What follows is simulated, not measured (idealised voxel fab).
Module name: voxel tone inversion (process module)
For reference, the cross-section in this document is cut, with width 275 nm and square cells of 5 nm.
In what follows, cross-sections appear as grids of square cells, described through bands that run from the top down, where every band is one or more rows of cells. Band: top height; bottom height; in nm. Then, left to right: material with width in nm, for each material. "full width": a single material spanning edge to edge. "air": empty space. Height datum 0, below which the as-received substrate wafer is one material. Lowest band open at the bottom, running downward: "0..down". A width such as "30..40" changes by the same amount from each row of cells to the next, from the band's top row to its bottom row. Reading "nothing different" for a step: not a cell of the cross-section changed in it. The entry "Non-vented voids" lists the empty spaces that cover at least 8 cells and have no open path to the top. Each is written as width x height at distance, where the distance is measured from the left edge and all three values are in nm. On each step's line, the part that comes after the settings is the simulator's own comment on the step. Regarding "overlay nm": on a step with a mask, it is the distance the mask lay to the right of its planned place; a negative value places it to the left.
SO HERE'S THE LINEUP OF PROCESS STEPS WE PLANNED
1 RECEIVE (material Si)
2 CONFORMAL_DEP (material SiN; thk nm 10)
3 DIRECTIONAL_DEP (material polySi; thk nm 20)
4 PATTERN (tone cover; mask id POSTS; material resist; width nm 25; pitch nm 40; thk nm 30; overlay nm 0)
5 DIRECTIONAL_ETCH (etch materials polySi; depth nm 20)
6 STRIP (etch materials resist)
7 FILL_DEP (material lowk; thk nm 5)
8 CMP (height nm 30)
9 STRIP (etch materials polySi)
AS RECEIVED (POST STEP 1): CROSS-SECTION
	0..down | Si full width
	Non-vented voids: none
WAFER AT MODULE END, IN SECTION. BEGAN AS ABOVE, PLANNED AS ABOVE, RUN WITH ONE MISTAKE
	30..10 | 85 of air; 25 of lowk; 15 of air; 25 of lowk; 15 of air; 25 of lowk; 85 of air
	10..0 | SiN full width
	0..down | Si full width
	Non-vented voids: none
What went wrong in running the wafer? contrary to plan, step 4 was performed as PATTERN (tone open; mask id POSTS; material resist; width nm 25; pitch nm 40; thk nm 30; overlay nm 0)
